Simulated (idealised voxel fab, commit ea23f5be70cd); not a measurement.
The process module presented herein is designated voxel transistor to metal.
This is section cut - it's 185 nm across, gridded in 5 nm square cells.
A cross-section is a grid of square cells, given in bands from the top down. A band is one or more rows of cells.
Top, bottom (nm), then materials left to right with widths (nm); lone material tagged "all across" fills the whole band edge to edge; "empty" = empty space.
Heads up on the height convention: 0 is the point under which the incoming wafer is all one material, and the lowest band has no bottom, it just keeps going down, like "0..down".
Think of "30..40" as a width that walks from the first number to the second as you go down the band, top row to bottom row, taking equal-sized steps from row to row.
Step marked "nothing got changed"? Then no cell in the cross-section changed in it.
In "Closed internal voids" the enclosed voids are listed, meaning empty spaces of 8 cells or larger without any opening to the top. The form is width x height at distance, distance from the left edge, units nm.
Post-settings text on a step line: simulator's own remark regarding the step.
"overlay nm" on a masked step: distance the mask lay right of its planned place, negative for left.
Pairs ahead. Before: cross-section ahead of one process step. After: cross-section once the step is done, shown to the lowest changed band only. Under each pair: that step, with settings. Caution: pairs may come from different runs of this module on the same starting wafer; a pair follows the pair above only where its "Before-step section" entry says so.
BEFORE-STEP SECTION
* 40..25  aC 35; empty 20; aC 70; empty 20; aC 40
* 25..15  SiO2 35; empty 20; SiO2 70; empty 20; SiO2 40
* 15..0  W 70; TiN 5; HfO2 5; SiN 5; SiO2 10; SiN 5; HfO2 5; TiN 5; W 75
* 0..-5  TiN 75; HfO2 5; SiN 5; nSi 10; SiN 5; HfO2 5; TiN 80
* -5..-10  HfO2 80; SiO2 5; nSi 10; SiO2 5; HfO2 85
* -10..-15  SiO2 35; Si 50; nSi 10; Si 50; SiO2 40
* -15..-35  SiO2 35; Si 110; SiO2 40
* -35..down  Si all across
* Closed internal voids: none
POST-PROCESS SECTION
* 25..15  SiO2 35; empty 20; SiO2 70; empty 20; SiO2 40
* Under the height 15 nothing was changed.
* Closed internal voids: none
To go from the before cross-section above to the after cross-section, apply STRIP | etch materials aC
Before-step section: The prior state of this step coincides with the post-step cross-section of the pair just above.
POST-PROCESS SECTION
* 30..25  TiN 40; empty 10; TiN 80; empty 10; TiN 45
* 25..20  SiO2 35; TiN 5; empty 10; TiN 5; SiO2 70; TiN 5; empty 10; TiN 5; SiO2 40
* 20..15  SiO2 35; TiN 20; SiO2 70; TiN 20; SiO2 40
* Under the height 15 nothing was changed.
* Closed internal voids: none
To go from the before cross-section above to the after cross-section, apply CONFORMAL_DEP | material TiN | thk nm 5
Before-step section: The prior state of this step coincides with the post-step cross-section of the pair just above.
POST-PROCESS SECTION
* 40..30  Ru all across
* 30..25  TiN 40; Ru 10; TiN 80; Ru 10; TiN 45
* 25..20  SiO2 35; TiN 5; Ru 10; TiN 5; SiO2 70; TiN 5; Ru 10; TiN 5; SiO2 40
* Under the height 20 nothing was changed.
* Closed internal voids: none
To go from the before cross-section above to the after cross-section, apply FILL_DEP | material Ru | thk nm 10
Before-step section: The prior state of this step coincides with the post-step cross-section of the pair just above.
POST-PROCESS SECTION
* 25..20  SiO2 35; TiN 5; Ru 10; TiN 5; SiO2 70; TiN 5; Ru 10; TiN 5; SiO2 40
* Under the height 20 nothing was changed.
* Closed internal voids: none
To go from the before cross-section above to the after cross-section, apply CMP | height nm 25
Before-step section: The prior state of this step coincides with the post-step cross-section of the pair just above.
POST-PROCESS SECTION
* 30..25  SiN all across
* Under the height 25 nothing was changed.
* Closed internal voids: none
To go from the before cross-section above to the after cross-section, apply CONFORMAL_DEP | material SiN | thk nm 5
Before-step section: The prior state of this step coincides with the post-step cross-section of the pair just above.
POST-PROCESS SECTION
* 50..30  lowk all across
* Under the height 30 nothing was changed.
* Closed internal voids: none
To go from the before cross-section above to the after cross-section, apply DIRECTIONAL_DEP | material lowk | thk nm 20
Before-step section: The prior state of this step coincides with the post-step cross-section of the pair just above.
POST-PROCESS SECTION
* 50..30  lowk 35; empty 20; lowk 70; empty 20; lowk 40
* Under the height 30 nothing was changed.
* Closed internal voids: none
To go from the before cross-section above to the after cross-section, apply MASKED_ETCH | tone open | mask id METAL_1 | width nm 20 | pitch nm 90 | etch materials lowk | depth nm 20 | overlay nm 0
Before-step section: The prior state of this step coincides with the post-step cross-section of the pair just above.
POST-PROCESS SECTION
* 50..30  lowk 35; empty 20; lowk 70; empty 20; lowk 40
* 30..25  SiN 35; empty 20; SiN 70; empty 20; SiN 40
* Under the height 25 nothing was changed.
* Closed internal voids: none
To go from the before cross-section above to the after cross-section, apply MASKED_ETCH | tone open | mask id METAL_1 | width nm 20 | pitch nm 90 | etch materials SiN | depth nm 5 | overlay nm 0
Before-step section: The prior state of this step coincides with the post-step cross-section of the pair just above.
POST-PROCESS SECTION
* 55..50  TiN 40; empty 10; TiN 80; empty 10; TiN 45
* 50..30  lowk 35; TiN 5; empty 10; TiN 5; lowk 70; TiN 5; empty 10; TiN 5; lowk 40
* 30..25  SiN 35; TiN 20; SiN 70; TiN 20; SiN 40
* Under the height 25 nothing was changed.
* Closed internal voids: none
To go from the before cross-section above to the after cross-section, apply CONFORMAL_DEP | material TiN | thk nm 5
Before-step section: The prior state of this step coincides with the post-step cross-section of the pair just above.
POST-PROCESS SECTION
* 65..55  W all across
* 55..50  TiN 40; W 10; TiN 80; W 10; TiN 45
* 50..30  lowk 35; TiN 5; W 10; TiN 5; lowk 70; TiN 5; W 10; TiN 5; lowk 40
* Under the height 30 nothing was changed.
* Closed internal voids: none
To go from the before cross-section above to the after cross-section, apply FILL_DEP | material W | thk nm 10
Before-step section: The prior state of this step coincides with the post-step cross-section of the pair just above.
POST-PROCESS SECTION
* 50..30  lowk 35; TiN 5; W 10; TiN 5; lowk 70; TiN 5; W 10; TiN 5; lowk 40
* Under the height 30 nothing was changed.
* Closed internal voids: none
To go from the before cross-section above to the after cross-section, apply CMP | height nm 50
Before-step section: The prior state of this step coincides with the post-step cross-section of the pair just above.
POST-PROCESS SECTION
* 55..50  empty 30; Ru 30; empty 60; Ru 30; empty 35
* Under the height 50 nothing was changed.
* Closed internal voids: none
To go from the before cross-section above to the after cross-section, apply EPI | material Ru | thk nm 5
Before-step section: The prior state of this step coincides with the post-step cross-section of the pair just above.
POST-PROCESS SECTION
* 60..55  SiCN all across
* 55..50  SiCN 30; Ru 30; SiCN 60; Ru 30; SiCN 35
* Under the height 50 nothing was changed.
* Closed internal voids: none
To go from the before cross-section above to the after cross-section, apply FILL_DEP | material SiCN | thk nm 5
Before-step section: The prior state of this step coincides with the post-step cross-section of the pair just above.
POST-PROCESS SECTION
* 90..60  lowk all across
* Under the height 60 nothing was changed.
* Closed internal voids: none
To go from the before cross-section above to the after cross-section, apply DIRECTIONAL_DEP | material lowk | thk nm 30
Before-step section: The prior state of this step coincides with the post-step cross-section of the pair just above.
POST-PROCESS SECTION
* 110..90  resist 35; empty 15; resist 75; empty 15; resist 45
* Under the height 90 nothing was changed.
* Closed internal voids: none
To go from the before cross-section above to the after cross-section, apply PATTERN | tone open | mask id METAL_2_HOLES | material resist | width nm 15 | pitch nm 90 | thk nm 20 | overlay nm 0
Before-step section: The prior state of this step coincides with the post-step cross-section of the pair just above.
POST-PROCESS SECTION
* 110..90  resist 35; empty 15; resist 75; empty 15; resist 45
* 90..60  lowk 35; empty 15; lowk 75; empty 15; lowk 45
* Under the height 60 nothing was changed.
* Closed internal voids: none
To go from the before cross-section above to the after cross-section, apply DIRECTIONAL_ETCH | etch materials lowk | depth nm 30
Before-step section: The prior state of this step coincides with the post-step cross-section of the pair just above.
POST-PROCESS SECTION
* 90..60  lowk 35; empty 15; lowk 75; empty 15; lowk 45
* Under the height 60 nothing was changed.
* Closed internal voids: none
To go from the before cross-section above to the after cross-section, apply STRIP | etch materials resist
Before-step section: The prior state of this step coincides with the post-step cross-section of the pair just above.
POST-PROCESS SECTION
* 105..90  resist 35; empty 20; resist 70; empty 20; resist 40
* Under the height 90 nothing was changed.
* Closed internal voids: none
To go from the before cross-section above to the after cross-section, apply PATTERN | tone open | mask id METAL_2 | material resist | width nm 20 | pitch nm 90 | thk nm 15 | overlay nm 0
Before-step section: The prior state of this step coincides with the post-step cross-section of the pair just above.
POST-PROCESS SECTION
* 105..90  resist 35; empty 20; resist 70; empty 20; resist 40
* 90..70  lowk 35; empty 20; lowk 70; empty 20; lowk 40
* Under the height 70 nothing was changed.
* Closed internal voids: none
To go from the before cross-section above to the after cross-section, apply DIRECTIONAL_ETCH | etch materials lowk | depth nm 20
Before-step section: The prior state of this step coincides with the post-step cross-section of the pair just above.
POST-PROCESS SECTION
* 105..90  resist 35; empty 20; resist 70; empty 20; resist 40
* 90..70  lowk 35; empty 20; lowk 70; empty 20; lowk 40
* 70..60  lowk 35; empty 15; lowk 75; empty 15; lowk 45
* 60..55  SiCN 35; empty 15; SiCN 75; empty 15; SiCN 45
* Under the height 55 nothing was changed.
* Closed internal voids: none
To go from the before cross-section above to the after cross-section, apply DIRECTIONAL_ETCH | etch materials SiCN | depth nm 5
Before-step section: The prior state of this step coincides with the post-step cross-section of the pair just above.
POST-PROCESS SECTION
* 90..70  lowk 35; empty 20; lowk 70; empty 20; lowk 40
* Under the height 70 nothing was changed.
* Closed internal voids: none
To go from the before cross-section above to the after cross-section, apply STRIP | etch materials resist
Before-step section: The prior state of this step coincides with the post-step cross-section of the pair just above.
POST-PROCESS SECTION
* 95..90  TiN 40; empty 10; TiN 80; empty 10; TiN 45
* 90..75  lowk 35; TiN 5; empty 10; TiN 5; lowk 70; TiN 5; empty 10; TiN 5; lowk 40
* 75..70  lowk 35; TiN 5; empty 5; TiN 10; lowk 70; TiN 5; empty 5; TiN 10; lowk 40
* 70..60  lowk 35; TiN 5; empty 5; TiN 5; lowk 75; TiN 5; empty 5; TiN 5; lowk 45
* 60..55  SiCN 35; TiN 15; SiCN 75; TiN 15; SiCN 45
* Under the height 55 nothing was changed.
* Closed internal voids: none
To go from the before cross-section above to the after cross-section, apply CONFORMAL_DEP | material TiN | thk nm 5
Before-step section: The prior state of this step coincides with the post-step cross-section of the pair just above.
POST-PROCESS SECTION
* 105..95  Cu all across
* 95..90  TiN 40; Cu 10; TiN 80; Cu 10; TiN 45
* 90..75  lowk 35; TiN 5; Cu 10; TiN 5; lowk 70; TiN 5; Cu 10; TiN 5; lowk 40
* 75..70  lowk 35; TiN 5; Cu 5; TiN 10; lowk 70; TiN 5; Cu 5; TiN 10; lowk 40
* 70..60  lowk 35; TiN 5; Cu 5; TiN 5; lowk 75; TiN 5; Cu 5; TiN 5; lowk 45
* Under the height 60 nothing was changed.
* Closed internal voids: none
To go from the before cross-section above to the after cross-section, apply FILL_DEP | material Cu | thk nm 10
Before-step section: The prior state of this step coincides with the post-step cross-section of the pair just above.
POST-PROCESS SECTION
* 90..75  lowk 35; TiN 5; Cu 10; TiN 5; lowk 70; TiN 5; Cu 10; TiN 5; lowk 40
* Under the height 75 nothing was changed.
* Closed internal voids: none
To go from the before cross-section above to the after cross-section, apply CMP | height nm 90
Before-step section: The prior state of this step coincides with the post-step cross-section of the pair just above.
POST-PROCESS SECTION
* 95..90  SiN all across
* Under the height 90 nothing was changed.
* Closed internal voids: none
To go from the before cross-section above to the after cross-section, apply CONFORMAL_DEP | material SiN | thk nm 5
